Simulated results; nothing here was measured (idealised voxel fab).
The following process module bears the name voxel self aligned contacts.
Shown is cross-section cut, with a width of 205 nm and square cells of size 5 nm.
Cross-section layout: square cells on a grid; listed as bands, top to bottom; a band spans one or more cell rows. Look at the band entry: it leads with the top's height and the bottom's height in nm. Then it lists the materials left to right, with a width in nm for each. The word "throughout" on a single material says that material fills the band edge to edge. The word "air" is empty space. Height is counted from the level 0, under which the received wafer is composed throughout of one material. The lowest of the bands is not closed at the bottom but continues downward, in the notation "0 -> down". It should be noted that a width expressed as "30->40" varies in equal increments from row to row of cells within the band, taking the value of the first number at the top row and that of the second number at the bottom row. Where the words "all unchanged" appear for a step, the cross-section shows no cell changed by that step; every cell remained as before. Listed in "Closed internal voids": every empty space of 8 or more cells without an open way to the top. Form: width x height at distance, the distance being from the left edge, all in nm. The remark found on a step's line after its settings is issued by the simulator itself and pertains to that step. "overlay nm" on a masked step: distance the mask lay right of its planned place, negative for left. Before/after cross-section pairs, one process step each; after shown to lowest changed band; step and settings beneath. Pairs may be from different runs of this module on the same starting wafer; a pair continues from the one above only where its "Incoming profile" entry says so.

Incoming profile
0 -> down | Si throughout
Closed internal voids: none

After the Step
0 -> -5 | SiO2 throughout
Below a height of -5, the structure has not been altered.
Closed internal voids: none
Connecting step for the cross-sections above: OXIDIZE [depth nm 5]

Incoming profile: the pre-step structure is the one depicted after the step in the pair just above.

After the Step
30 -> 0 | polySi throughout
Below a height of 0, the structure has not been altered.
Closed internal voids: none
Connecting step for the cross-sections above: DIRECTIONAL_DEP [material polySi] [thk nm 30]

Incoming profile: the pre-step structure is the one depicted after the step in the pair just above.

After the Step
50 -> 30 | SiN throughout
Below a height of 30, the structure has not been altered.
Closed internal voids: none
Connecting step for the cross-sections above: DIRECTIONAL_DEP [material SiN] [thk nm 20]

Incoming profile: the pre-step structure is the one depicted after the step in the pair just above.

After the Step
70 -> 50 | 20 nm air  35 nm resist  30 nm air  35 nm resist  30 nm air  35 nm resist  20 nm air
Below a height of 50, the structure has not been altered.
Closed internal voids: none
Connecting step for the cross-sections above: PATTERN [tone cover] [mask id GATE] [material resist] [width nm 35] [pitch nm 65] [thk nm 20] [overlay nm 0]

Incoming profile: the pre-step structure is the one depicted after the step in the pair just above.

After the Step
70 -> 50 | 20 nm air  35 nm resist  30 nm air  35 nm resist  30 nm air  35 nm resist  20 nm air
50 -> 30 | 20 nm air  35 nm SiN  30 nm air  35 nm SiN  30 nm air  35 nm SiN  20 nm air
Below a height of 30, the structure has not been altered.
Closed internal voids: none
Connecting step for the cross-sections above: DIRECTIONAL_ETCH [etch materials SiN] [depth nm 20]

Incoming profile: the pre-step structure is the one depicted after the step in the pair just above.

After the Step
70 -> 50 | 20 nm air  35 nm resist  30 nm air  35 nm resist  30 nm air  35 nm resist  20 nm air
50 -> 30 | 20 nm air  35 nm SiN  30 nm air  35 nm SiN  30 nm air  35 nm SiN  20 nm air
30 -> 0 | 20 nm air  35 nm polySi  30 nm air  35 nm polySi  30 nm air  35 nm polySi  20 nm air
Below a height of 0, the structure has not been altered.
Closed internal voids: none
Connecting step for the cross-sections above: DIRECTIONAL_ETCH [etch materials polySi] [depth nm 30]

Incoming profile: the pre-step structure is the one depicted after the step in the pair just above.

After the Step
50 -> 30 | 20 nm air  35 nm SiN  30 nm air  35 nm SiN  30 nm air  35 nm SiN  20 nm air
Below a height of 30, the structure has not been altered.
Closed internal voids: none
Connecting step for the cross-sections above: STRIP [etch materials resist]

Incoming profile: the pre-step structure is the one depicted after the step in the pair just above.

After the Step
55 -> 30 | 15 nm air  45 nm SiN  20 nm air  45 nm SiN  20 nm air  45 nm SiN  15 nm air
30 -> 5 | 15 nm air  5 nm SiN  35 nm polySi  5 nm SiN  20 nm air  5 nm SiN  35 nm polySi  5 nm SiN  20 nm air  5 nm SiN  35 nm polySi  5 nm SiN  15 nm air
5 -> 0 | 20 nm SiN  35 nm polySi  30 nm SiN  35 nm polySi  30 nm SiN  35 nm polySi  20 nm SiN
Below a height of 0, the structure has not been altered.
Closed internal voids: none
Connecting step for the cross-sections above: CONFORMAL_DEP [material SiN] [thk nm 5]

Incoming profile: the pre-step structure is the one depicted after the step in the pair just above.

After the Step
50 -> 30 | 15 nm air  45 nm SiN  20 nm air  45 nm SiN  20 nm air  45 nm SiN  15 nm air
30 -> 0 | 15 nm air  5 nm SiN  35 nm polySi  5 nm SiN  20 nm air  5 nm SiN  35 nm polySi  5 nm SiN  20 nm air  5 nm SiN  35 nm polySi  5 nm SiN  15 nm air
Below a height of 0, the structure has not been altered.
Closed internal voids: none
Connecting step for the cross-sections above: DIRECTIONAL_ETCH [etch materials SiN] [depth nm 5]

Incoming profile: the pre-step structure is the one depicted after the step in the pair just above.

After the Step
65 -> 50 | SiO2 throughout
50 -> 30 | 15 nm SiO2  45 nm SiN  20 nm SiO2  45 nm SiN  20 nm SiO2  45 nm SiN  15 nm SiO2
30 -> 0 | 15 nm SiO2  5 nm SiN  35 nm polySi  5 nm SiN  20 nm SiO2  5 nm SiN  35 nm polySi  5 nm SiN  20 nm SiO2  5 nm SiN  35 nm polySi  5 nm SiN  15 nm SiO2
Below a height of 0, the structure has not been altered.
Closed internal voids: none
Connecting step for the cross-sections above: FILL_DEP [material SiO2] [thk nm 15]

Incoming profile: the pre-step structure is the one depicted after the step in the pair just above.

After the Step
55 -> 50 | SiO2 throughout
Below a height of 50, the structure has not been altered.
Closed internal voids: none
Connecting step for the cross-sections above: CMP [height nm 55]

Incoming profile: the pre-step structure is the one depicted after the step in the pair just above.

After the Step
55 -> 50 | 45 nm SiO2  50 nm air  15 nm SiO2  50 nm air  45 nm SiO2
50 -> 30 | 15 nm SiO2  45 nm SiN  20 nm air  45 nm SiN  20 nm air  45 nm SiN  15 nm SiO2
30 -> 0 | 15 nm SiO2  5 nm SiN  35 nm polySi  5 nm SiN  20 nm air  5 nm SiN  35 nm polySi  5 nm SiN  20 nm air  5 nm SiN  35 nm polySi  5 nm SiN  15 nm SiO2
0 -> -5 | 60 nm SiO2  20 nm air  45 nm SiO2  20 nm air  60 nm SiO2
Below a height of -5, the structure has not been altered.
Closed internal voids: none
Connecting step for the cross-sections above: MASKED_ETCH [tone open] [mask id CONTACT] [width nm 50] [pitch nm 65] [etch materials SiO2] [depth nm 60] [overlay nm 0]

Incoming profile: the pre-step structure is the one depicted after the step in the pair just above.

After the Step
60 -> 55 | 50 nm TiN  40 nm air  25 nm TiN  40 nm air  50 nm TiN
55 -> 50 | 45 nm SiO2  20 nm TiN  10 nm air  20 nm TiN  15 nm SiO2  20 nm TiN  10 nm air  20 nm TiN  45 nm SiO2
50 -> 30 | 15 nm SiO2  45 nm SiN  5 nm TiN  10 nm air  5 nm TiN  45 nm SiN  5 nm TiN  10 nm air  5 nm TiN  45 nm SiN  15 nm SiO2
30 -> 0 | 15 nm SiO2  5 nm SiN  35 nm polySi  5 nm SiN  5 nm TiN  10 nm air  5 nm TiN  5 nm SiN  35 nm polySi  5 nm SiN  5 nm TiN  10 nm air  5 nm TiN  5 nm SiN  35 nm polySi  5 nm SiN  15 nm SiO2
0 -> -5 | 60 nm SiO2  20 nm TiN  45 nm SiO2  20 nm TiN  60 nm SiO2
Below a height of -5, the structure has not been altered.
Closed internal voids: none
Connecting step for the cross-sections above: CONFORMAL_DEP [material TiN] [thk nm 5]

Incoming profile: the pre-step structure is the one depicted after the step in the pair just above.

After the Step
65 -> 60 | W throughout
60 -> 55 | 50 nm TiN  40 nm W  25 nm TiN  40 nm W  50 nm TiN
55 -> 50 | 45 nm SiO2  20 nm TiN  10 nm W  20 nm TiN  15 nm SiO2  20 nm TiN  10 nm W  20 nm TiN  45 nm SiO2
50 -> 30 | 15 nm SiO2  45 nm SiN  5 nm TiN  10 nm W  5 nm TiN  45 nm SiN  5 nm TiN  10 nm W  5 nm TiN  45 nm SiN  15 nm SiO2
30 -> 0 | 15 nm SiO2  5 nm SiN  35 nm polySi  5 nm SiN  5 nm TiN  10 nm W  5 nm TiN  5 nm SiN  35 nm polySi  5 nm SiN  5 nm TiN  10 nm W  5 nm TiN  5 nm SiN  35 nm polySi  5 nm SiN  15 nm SiO2
Below a height of 0, the structure has not been altered.
Closed internal voids: none
Connecting step for the cross-sections above: FILL_DEP [material W] [thk nm 5]

Incoming profile: the pre-step structure is the one depicted after the step in the pair just above.

After the Step
55 -> 50 | 45 nm SiO2  20 nm TiN  10 nm W  20 nm TiN  15 nm SiO2  20 nm TiN  10 nm W  20 nm TiN  45 nm SiO2
Below a height of 50, the structure has not been altered.
Closed internal voids: none
Connecting step for the cross-sections above: CMP [height nm 55]

Incoming profile: the pre-step structure is the one depicted after the step in the pair just above.

After the Step
60 -> 55 | SiCN throughout
Below a height of 55, the structure has not been altered.
Closed internal voids: none
Connecting step for the cross-sections above: CONFORMAL_DEP [material SiCN] [thk nm 5]

Incoming profile
0 -> down | Si throughout
Closed internal voids: none

After the Step
30 -> 0 | polySi throughout
Below a height of 0, the structure has not been altered.
Closed internal voids: none
Connecting step for the cross-sections above: DIRECTIONAL_DEP [material polySi] [thk nm 30]

Incoming profile: the pre-step structure is the one depicted after the step in the pair just above.

After the Step
50 -> 30 | SiN throughout
Below a height of 30, the structure has not been altered.
Closed internal voids: none
Connecting step for the cross-sections above: DIRECTIONAL_DEP [material SiN] [thk nm 20]

Incoming profile: the pre-step structure is the one depicted after the step in the pair just above.

After the Step
70 -> 50 | 20 nm air  35 nm resist  30 nm air  35 nm resist  30 nm air  35 nm resist  20 nm air
Below a height of 50, the structure has not been altered.
Closed internal voids: none
Connecting step for the cross-sections above: PATTERN [tone cover] [mask id GATE] [material resist] [width nm 35] [pitch nm 65] [thk nm 20] [overlay nm 0]

Incoming profile: the pre-step structure is the one depicted after the step in the pair just above.

After the Step
70 -> 50 | 20 nm air  35 nm resist  30 nm air  35 nm resist  30 nm air  35 nm resist  20 nm air
50 -> 30 | 20 nm air  35 nm SiN  30 nm air  35 nm SiN  30 nm air  35 nm SiN  20 nm air
Below a height of 30, the structure has not been altered.
Closed internal voids: none
Connecting step for the cross-sections above: DIRECTIONAL_ETCH [etch materials SiN] [depth nm 20]

Incoming profile: the pre-step structure is the one depicted after the step in the pair just above.

After the Step
70 -> 50 | 20 nm air  35 nm resist  30 nm air  35 nm resist  30 nm air  35 nm resist  20 nm air
50 -> 30 | 20 nm air  35 nm SiN  30 nm air  35 nm SiN  30 nm air  35 nm SiN  20 nm air
30 -> 0 | 20 nm air  35 nm polySi  30 nm air  35 nm polySi  30 nm air  35 nm polySi  20 nm air
Below a height of 0, the structure has not been altered.
Closed internal voids: none
Connecting step for the cross-sections above: DIRECTIONAL_ETCH [etch materials polySi] [depth nm 30]

Incoming profile: the pre-step structure is the one depicted after the step in the pair just above.

After the Step
50 -> 30 | 20 nm air  35 nm SiN  30 nm air  35 nm SiN  30 nm air  35 nm SiN  20 nm air
Below a height of 30, the structure has not been altered.
Closed internal voids: none
Connecting step for the cross-sections above: STRIP [etch materials resist]

Incoming profile: the pre-step structure is the one depicted after the step in the pair just above.

After the Step
55 -> 30 | 15 nm air  45 nm SiN  20 nm air  45 nm SiN  20 nm air  45 nm SiN  15 nm air
30 -> 5 | 15 nm air  5 nm SiN  35 nm polySi  5 nm SiN  20 nm air  5 nm SiN  35 nm polySi  5 nm SiN  20 nm air  5 nm SiN  35 nm polySi  5 nm SiN  15 nm air
5 -> 0 | 20 nm SiN  35 nm polySi  30 nm SiN  35 nm polySi  30 nm SiN  35 nm polySi  20 nm SiN
Below a height of 0, the structure has not been altered.
Closed internal voids: none
Connecting step for the cross-sections above: CONFORMAL_DEP [material SiN] [thk nm 5]

Incoming profile: the pre-step structure is the one depicted after the step in the pair just above.

After the Step
50 -> 30 | 15 nm air  45 nm SiN  20 nm air  45 nm SiN  20 nm air  45 nm SiN  15 nm air
30 -> 0 | 15 nm air  5 nm SiN  35 nm polySi  5 nm SiN  20 nm air  5 nm SiN  35 nm polySi  5 nm SiN  20 nm air  5 nm SiN  35 nm polySi  5 nm SiN  15 nm air
Below a height of 0, the structure has not been altered.
Closed internal voids: none
Connecting step for the cross-sections above: DIRECTIONAL_ETCH [etch materials SiN] [depth nm 5]

Incoming profile: the pre-step structure is the one depicted after the step in the pair just above.

After the Step
65 -> 50 | SiO2 throughout
50 -> 30 | 15 nm SiO2  45 nm SiN  20 nm SiO2  45 nm SiN  20 nm SiO2  45 nm SiN  15 nm SiO2
30 -> 0 | 15 nm SiO2  5 nm SiN  35 nm polySi  5 nm SiN  20 nm SiO2  5 nm SiN  35 nm polySi  5 nm SiN  20 nm SiO2  5 nm SiN  35 nm polySi  5 nm SiN  15 nm SiO2
Below a height of 0, the structure has not been altered.
Closed internal voids: none
Connecting step for the cross-sections above: FILL_DEP [material SiO2] [thk nm 15]

Incoming profile: the pre-step structure is the one depicted after the step in the pair just above.

After the Step
55 -> 50 | SiO2 throughout
Below a height of 50, the structure has not been altered.
Closed internal voids: none
Connecting step for the cross-sections above: CMP [height nm 55]

Incoming profile: the pre-step structure is the one depicted after the step in the pair just above.

After the Step
55 -> 50 | 45 nm SiO2  50 nm air  15 nm SiO2  50 nm air  45 nm SiO2
50 -> 30 | 15 nm SiO2  45 nm SiN  20 nm air  45 nm SiN  20 nm air  45 nm SiN  15 nm SiO2
30 -> 0 | 15 nm SiO2  5 nm SiN  35 nm polySi  5 nm SiN  20 nm air  5 nm SiN  35 nm polySi  5 nm SiN  20 nm air  5 nm SiN  35 nm polySi  5 nm SiN  15 nm SiO2
Below a height of 0, the structure has not been altered.
Closed internal voids: none
Connecting step for the cross-sections above: MASKED_ETCH [tone open] [mask id CONTACT] [width nm 50] [pitch nm 65] [etch materials SiO2] [depth nm 60] [overlay nm 0]

Incoming profile: the pre-step structure is the one depicted after the step in the pair just above.

After the Step
60 -> 55 | 50 nm TiN  40 nm air  25 nm TiN  40 nm air  50 nm TiN
55 -> 50 | 45 nm SiO2  20 nm TiN  10 nm air  20 nm TiN  15 nm SiO2  20 nm TiN  10 nm air  20 nm TiN  45 nm SiO2
50 -> 30 | 15 nm SiO2  45 nm SiN  5 nm TiN  10 nm air  5 nm TiN  45 nm SiN  5 nm TiN  10 nm air  5 nm TiN  45 nm SiN  15 nm SiO2
30 -> 5 | 15 nm SiO2  5 nm SiN  35 nm polySi  5 nm SiN  5 nm TiN  10 nm air  5 nm TiN  5 nm SiN  35 nm polySi  5 nm SiN  5 nm TiN  10 nm air  5 nm TiN  5 nm SiN  35 nm polySi  5 nm SiN  15 nm SiO2
5 -> 0 | 15 nm SiO2  5 nm SiN  35 nm polySi  5 nm SiN  20 nm TiN  5 nm SiN  35 nm polySi  5 nm SiN  20 nm TiN  5 nm SiN  35 nm polySi  5 nm SiN  15 nm SiO2
Below a height of 0, the structure has not been altered.
Closed internal voids: none
Connecting step for the cross-sections above: CONFORMAL_DEP [material TiN] [thk nm 5]

Incoming profile: the pre-step structure is the one depicted after the step in the pair just above.

After the Step
65 -> 60 | W throughout
60 -> 55 | 50 nm TiN  40 nm W  25 nm TiN  40 nm W  50 nm TiN
55 -> 50 | 45 nm SiO2  20 nm TiN  10 nm W  20 nm TiN  15 nm SiO2  20 nm TiN  10 nm W  20 nm TiN  45 nm SiO2
50 -> 30 | 15 nm SiO2  45 nm SiN  5 nm TiN  10 nm W  5 nm TiN  45 nm SiN  5 nm TiN  10 nm W  5 nm TiN  45 nm SiN  15 nm SiO2
30 -> 5 | 15 nm SiO2  5 nm SiN  35 nm polySi  5 nm SiN  5 nm TiN  10 nm W  5 nm TiN  5 nm SiN  35 nm polySi  5 nm SiN  5 nm TiN  10 nm W  5 nm TiN  5 nm SiN  35 nm polySi  5 nm SiN  15 nm SiO2
Below a height of 5, the structure has not been altered.
Closed internal voids: none
Connecting step for the cross-sections above: FILL_DEP [material W] [thk nm 5]

Incoming profile: the pre-step structure is the one depicted after the step in the pair just above.

After the Step
55 -> 50 | 45 nm SiO2  20 nm TiN  10 nm W  20 nm TiN  15 nm SiO2  20 nm TiN  10 nm W  20 nm TiN  45 nm SiO2
Below a height of 50, the structure has not been altered.
Closed internal voids: none
Connecting step for the cross-sections above: CMP [height nm 55]

Incoming profile: the pre-step structure is the one depicted after the step in the pair just above.

After the Step
60 -> 55 | SiCN throughout
Below a height of 55, the structure has not been altered.
Closed internal voids: none
Connecting step for the cross-sections above: CONFORMAL_DEP [material SiCN] [thk nm 5]

Incoming profile
30 -> 0 | polySi throughout
0 -> -5 | SiO2 throughout
-5 -> down | Si throughout
Closed internal voids: none

After the Step
60 -> 0 | polySi throughout
Below a height of 0, the structure has not been altered.
Closed internal voids: none
Connecting step for the cross-sections above: DIRECTIONAL_DEP [material polySi] [thk nm 30]

Incoming profile: the pre-step structure is the one depicted after the step in the pair just above.

After the Step
80 -> 60 | SiN throughout
Below a height of 60, the structure has not been altered.
Closed internal voids: none
Connecting step for the cross-sections above: DIRECTIONAL_DEP [material SiN] [thk nm 20]

Incoming profile: the pre-step structure is the one depicted after the step in the pair just above.

After the Step
100 -> 80 | 20 nm air  35 nm resist  30 nm air  35 nm resist  30 nm air  35 nm resist  20 nm air
Below a height of 80, the structure has not been altered.
Closed internal voids: none
Connecting step for the cross-sections above: PATTERN [tone cover] [mask id GATE] [material resist] [width nm 35] [pitch nm 65] [thk nm 20] [overlay nm 0]

Incoming profile: the pre-step structure is the one depicted after the step in the pair just above.

After the Step
100 -> 80 | 20 nm air  35 nm resist  30 nm air  35 nm resist  30 nm air  35 nm resist  20 nm air
80 -> 60 | 20 nm air  35 nm SiN  30 nm air  35 nm SiN  30 nm air  35 nm SiN  20 nm air
Below a height of 60, the structure has not been altered.
Closed internal voids: none
Connecting step for the cross-sections above: DIRECTIONAL_ETCH [etch materials SiN] [depth nm 20]

Incoming profile: the pre-step structure is the one depicted after the step in the pair just above.

After the Step
100 -> 80 | 20 nm air  35 nm resist  30 nm air  35 nm resist  30 nm air  35 nm resist  20 nm air
80 -> 60 | 20 nm air  35 nm SiN  30 nm air  35 nm SiN  30 nm air  35 nm SiN  20 nm air
60 -> 30 | 20 nm air  35 nm polySi  30 nm air  35 nm polySi  30 nm air  35 nm polySi  20 nm air
Below a height of 30, the structure has not been altered.
Closed internal voids: none
Connecting step for the cross-sections above: DIRECTIONAL_ETCH [etch materials polySi] [depth nm 30]

Incoming profile: the pre-step structure is the one depicted after the step in the pair just above.

After the Step
80 -> 60 | 20 nm air  35 nm SiN  30 nm air  35 nm SiN  30 nm air  35 nm SiN  20 nm air
Below a height of 60, the structure has not been altered.
Closed internal voids: none
Connecting step for the cross-sections above: STRIP [etch materials resist]

Incoming profile: the pre-step structure is the one depicted after the step in the pair just above.

After the Step
85 -> 60 | 15 nm air  45 nm SiN  20 nm air  45 nm SiN  20 nm air  45 nm SiN  15 nm air
60 -> 35 | 15 nm air  5 nm SiN  35 nm polySi  5 nm SiN  20 nm air  5 nm SiN  35 nm polySi  5 nm SiN  20 nm air  5 nm SiN  35 nm polySi  5 nm SiN  15 nm air
35 -> 30 | 20 nm SiN  35 nm polySi  30 nm SiN  35 nm polySi  30 nm SiN  35 nm polySi  20 nm SiN
Below a height of 30, the structure has not been altered.
Closed internal voids: none
Connecting step for the cross-sections above: CONFORMAL_DEP [material SiN] [thk nm 5]

Incoming profile: the pre-step structure is the one depicted after the step in the pair just above.

After the Step
80 -> 60 | 15 nm air  45 nm SiN  20 nm air  45 nm SiN  20 nm air  45 nm SiN  15 nm air
60 -> 30 | 15 nm air  5 nm SiN  35 nm polySi  5 nm SiN  20 nm air  5 nm SiN  35 nm polySi  5 nm SiN  20 nm air  5 nm SiN  35 nm polySi  5 nm SiN  15 nm air
Below a height of 30, the structure has not been altered.
Closed internal voids: none
Connecting step for the cross-sections above: DIRECTIONAL_ETCH [etch materials SiN] [depth nm 5]

Incoming profile: the pre-step structure is the one depicted after the step in the pair just above.

After the Step
95 -> 80 | SiO2 throughout
80 -> 60 | 15 nm SiO2  45 nm SiN  20 nm SiO2  45 nm SiN  20 nm SiO2  45 nm SiN  15 nm SiO2
60 -> 30 | 15 nm SiO2  5 nm SiN  35 nm polySi  5 nm SiN  20 nm SiO2  5 nm SiN  35 nm polySi  5 nm SiN  20 nm SiO2  5 nm SiN  35 nm polySi  5 nm SiN  15 nm SiO2
Below a height of 30, the structure has not been altered.
Closed internal voids: none
Connecting step for the cross-sections above: FILL_DEP [material SiO2] [thk nm 15]

Incoming profile: the pre-step structure is the one depicted after the step in the pair just above.

After the Step
55 -> 30 | 15 nm SiO2  5 nm SiN  35 nm polySi  5 nm SiN  20 nm SiO2  5 nm SiN  35 nm polySi  5 nm SiN  20 nm SiO2  5 nm SiN  35 nm polySi  5 nm SiN  15 nm SiO2
Below a height of 30, the structure has not been altered.
Closed internal voids: none
Connecting step for the cross-sections above: CMP [height nm 55]

Incoming profile: the pre-step structure is the one depicted after the step in the pair just above.

After the Step
55 -> 30 | 15 nm SiO2  5 nm SiN  35 nm polySi  5 nm SiN  20 nm air  5 nm SiN  35 nm polySi  5 nm SiN  20 nm air  5 nm SiN  35 nm polySi  5 nm SiN  15 nm SiO2
Below a height of 30, the structure has not been altered.
Closed internal voids: none
Connecting step for the cross-sections above: MASKED_ETCH [tone open] [mask id CONTACT] [width nm 50] [pitch nm 65] [etch materials SiO2] [depth nm 60] [overlay nm 0]

Incoming profile: the pre-step structure is the one depicted after the step in the pair just above.

After the Step
60 -> 55 | 65 nm TiN  10 nm air  55 nm TiN  10 nm air  65 nm TiN
55 -> 35 | 15 nm SiO2  5 nm SiN  35 nm polySi  5 nm SiN  5 nm TiN  10 nm air  5 nm TiN  5 nm SiN  35 nm polySi  5 nm SiN  5 nm TiN  10 nm air  5 nm TiN  5 nm SiN  35 nm polySi  5 nm SiN  15 nm SiO2
35 -> 30 | 15 nm SiO2  5 nm SiN  35 nm polySi  5 nm SiN  20 nm TiN  5 nm SiN  35 nm polySi  5 nm SiN  20 nm TiN  5 nm SiN  35 nm polySi  5 nm SiN  15 nm SiO2
Below a height of 30, the structure has not been altered.
Closed internal voids: none
Connecting step for the cross-sections above: CONFORMAL_DEP [material TiN] [thk nm 5]

Incoming profile: the pre-step structure is the one depicted after the step in the pair just above.

After the Step
65 -> 60 | W throughout
60 -> 55 | 65 nm TiN  10 nm W  55 nm TiN  10 nm W  65 nm TiN
55 -> 35 | 15 nm SiO2  5 nm SiN  35 nm polySi  5 nm SiN  5 nm TiN  10 nm W  5 nm TiN  5 nm SiN  35 nm polySi  5 nm SiN  5 nm TiN  10 nm W  5 nm TiN  5 nm SiN  35 nm polySi  5 nm SiN  15 nm SiO2
Below a height of 35, the structure has not been altered.
Closed internal voids: none
Connecting step for the cross-sections above: FILL_DEP [material W] [thk nm 5]

Incoming profile: the pre-step structure is the one depicted after the step in the pair just above.

After the Step
55 -> 35 | 15 nm SiO2  5 nm SiN  35 nm polySi  5 nm SiN  5 nm TiN  10 nm W  5 nm TiN  5 nm SiN  35 nm polySi  5 nm SiN  5 nm TiN  10 nm W  5 nm TiN  5 nm SiN  35 nm polySi  5 nm SiN  15 nm SiO2
Below a height of 35, the structure has not been altered.
Closed internal voids: none
Connecting step for the cross-sections above: CMP [height nm 55]

Incoming profile: the pre-step structure is the one depicted after the step in the pair just above.

After the Step
60 -> 55 | SiCN throughout
Below a height of 55, the structure has not been altered.
Closed internal voids: none
Connecting step for the cross-sections above: CONFORMAL_DEP [material SiCN] [thk nm 5]

Incoming profile
50 -> 30 | 20 nm air  35 nm SiN  30 nm air  35 nm SiN  30 nm air  35 nm SiN  20 nm air
30 -> 0 | 20 nm air  35 nm polySi  30 nm air  35 nm polySi  30 nm air  35 nm polySi  20 nm air
0 -> -5 | SiO2 throughout
-5 -> down | Si throughout
Closed internal voids: none

After the Step
45 -> 30 | 20 nm air  35 nm SiN  30 nm air  35 nm SiN  30 nm air  35 nm SiN  20 nm air
Below a height of 30, the structure has not been altered.
Closed internal voids: none
Connecting step for the cross-sections above: DIRECTIONAL_ETCH [etch materials SiN] [depth nm 5]

Incoming profile: the pre-step structure is the one depicted after the step in the pair just above.

After the Step
50 -> 30 | 15 nm air  45 nm SiN  20 nm air  45 nm SiN  20 nm air  45 nm SiN  15 nm air
30 -> 5 | 15 nm air  5 nm SiN  35 nm polySi  5 nm SiN  20 nm air  5 nm SiN  35 nm polySi  5 nm SiN  20 nm air  5 nm SiN  35 nm polySi  5 nm SiN  15 nm air
5 -> 0 | 20 nm SiN  35 nm polySi  30 nm SiN  35 nm polySi  30 nm SiN  35 nm polySi  20 nm SiN
Below a height of 0, the structure has not been altered.
Closed internal voids: none
Connecting step for the cross-sections above: CONFORMAL_DEP [material SiN] [thk nm 5]

Incoming profile: the pre-step structure is the one depicted after the step in the pair just above.

After the Step
65 -> 50 | SiO2 throughout
50 -> 30 | 15 nm SiO2  45 nm SiN  20 nm SiO2  45 nm SiN  20 nm SiO2  45 nm SiN  15 nm SiO2
30 -> 5 | 15 nm SiO2  5 nm SiN  35 nm polySi  5 nm SiN  20 nm SiO2  5 nm SiN  35 nm polySi  5 nm SiN  20 nm SiO2  5 nm SiN  35 nm polySi  5 nm SiN  15 nm SiO2
Below a height of 5, the structure has not been altered.
Closed internal voids: none
Connecting step for the cross-sections above: FILL_DEP [material SiO2] [thk nm 15]

Incoming profile: the pre-step structure is the one depicted after the step in the pair just above.

After the Step
55 -> 50 | SiO2 throughout
Below a height of 50, the structure has not been altered.
Closed internal voids: none
Connecting step for the cross-sections above: CMP [height nm 55]

Incoming profile: the pre-step structure is the one depicted after the step in the pair just above.

After the Step
55 -> 50 | 45 nm SiO2  50 nm air  15 nm SiO2  50 nm air  45 nm SiO2
50 -> 30 | 15 nm SiO2  45 nm SiN  20 nm air  45 nm SiN  20 nm air  45 nm SiN  15 nm SiO2
30 -> 5 | 15 nm SiO2  5 nm SiN  35 nm polySi  5 nm SiN  20 nm air  5 nm SiN  35 nm polySi  5 nm SiN  20 nm air  5 nm SiN  35 nm polySi  5 nm SiN  15 nm SiO2
Below a height of 5, the structure has not been altered.
Closed internal voids: none
Connecting step for the cross-sections above: MASKED_ETCH [tone open] [mask id CONTACT] [width nm 50] [pitch nm 65] [etch materials SiO2] [depth nm 60] [overlay nm 0]

Incoming profile: the pre-step structure is the one depicted after the step in the pair just above.

After the Step
60 -> 55 | 50 nm TiN  40 nm air  25 nm TiN  40 nm air  50 nm TiN
55 -> 50 | 45 nm SiO2  20 nm TiN  10 nm air  20 nm TiN  15 nm SiO2  20 nm TiN  10 nm air  20 nm TiN  45 nm SiO2
50 -> 30 | 15 nm SiO2  45 nm SiN  5 nm TiN  10 nm air  5 nm TiN  45 nm SiN  5 nm TiN  10 nm air  5 nm TiN  45 nm SiN  15 nm SiO2
30 -> 10 | 15 nm SiO2  5 nm SiN  35 nm polySi  5 nm SiN  5 nm TiN  10 nm air  5 nm TiN  5 nm SiN  35 nm polySi  5 nm SiN  5 nm TiN  10 nm air  5 nm TiN  5 nm SiN  35 nm polySi  5 nm SiN  15 nm SiO2
10 -> 5 | 15 nm SiO2  5 nm SiN  35 nm polySi  5 nm SiN  20 nm TiN  5 nm SiN  35 nm polySi  5 nm SiN  20 nm TiN  5 nm SiN  35 nm polySi  5 nm SiN  15 nm SiO2
Below a height of 5, the structure has not been altered.
Closed internal voids: none
Connecting step for the cross-sections above: CONFORMAL_DEP [material TiN] [thk nm 5]

Incoming profile: the pre-step structure is the one depicted after the step in the pair just above.

After the Step
65 -> 60 | W throughout
60 -> 55 | 50 nm TiN  40 nm W  25 nm TiN  40 nm W  50 nm TiN
55 -> 50 | 45 nm SiO2  20 nm TiN  10 nm W  20 nm TiN  15 nm SiO2  20 nm TiN  10 nm W  20 nm TiN  45 nm SiO2
50 -> 30 | 15 nm SiO2  45 nm SiN  5 nm TiN  10 nm W  5 nm TiN  45 nm SiN  5 nm TiN  10 nm W  5 nm TiN  45 nm SiN  15 nm SiO2
30 -> 10 | 15 nm SiO2  5 nm SiN  35 nm polySi  5 nm SiN  5 nm TiN  10 nm W  5 nm TiN  5 nm SiN  35 nm polySi  5 nm SiN  5 nm TiN  10 nm W  5 nm TiN  5 nm SiN  35 nm polySi  5 nm SiN  15 nm SiO2
Below a height of 10, the structure has not been altered.
Closed internal voids: none
Connecting step for the cross-sections above: FILL_DEP [material W] [thk nm 5]

Incoming profile: the pre-step structure is the one depicted after the step in the pair just above.

After the Step
55 -> 50 | 45 nm SiO2  20 nm TiN  10 nm W  20 nm TiN  15 nm SiO2  20 nm TiN  10 nm W  20 nm TiN  45 nm SiO2
Below a height of 50, the structure has not been altered.
Closed internal voids: none
Connecting step for the cross-sections above: CMP [height nm 55]

Incoming profile: the pre-step structure is the one depicted after the step in the pair just above.

After the Step
60 -> 55 | SiCN throughout
Below a height of 55, the structure has not been altered.
Closed internal voids: none
Connecting step for the cross-sections above: CONFORMAL_DEP [material SiCN] [thk nm 5]

Incoming profile
0 -> -5 | SiO2 throughout
-5 -> down | Si throughout
Closed internal voids: none

After the Step
25 -> 0 | polySi throughout
Below a height of 0, the structure has not been altered.
Closed internal voids: none
Connecting step for the cross-sections above: DIRECTIONAL_DEP [material polySi] [thk nm 25]

Incoming profile: the pre-step structure is the one depicted after the step in the pair just above.

After the Step
45 -> 25 | SiN throughout
Below a height of 25, the structure has not been altered.
Closed internal voids: none
Connecting step for the cross-sections above: DIRECTIONAL_DEP [material SiN] [thk nm 20]

Incoming profile: the pre-step structure is the one depicted after the step in the pair just above.

After the Step
65 -> 45 | 20 nm air  35 nm resist  30 nm air  35 nm resist  30 nm air  35 nm resist  20 nm air
Below a height of 45, the structure has not been altered.
Closed internal voids: none
Connecting step for the cross-sections above: PATTERN [tone cover] [mask id GATE] [material resist] [width nm 35] [pitch nm 65] [thk nm 20] [overlay nm 0]

Incoming profile: the pre-step structure is the one depicted after the step in the pair just above.

After the Step
65 -> 45 | 20 nm air  35 nm resist  30 nm air  35 nm resist  30 nm air  35 nm resist  20 nm air
45 -> 25 | 20 nm air  35 nm SiN  30 nm air  35 nm SiN  30 nm air  35 nm SiN  20 nm air
Below a height of 25, the structure has not been altered.
Closed internal voids: none
Connecting step for the cross-sections above: DIRECTIONAL_ETCH [etch materials SiN] [depth nm 20]
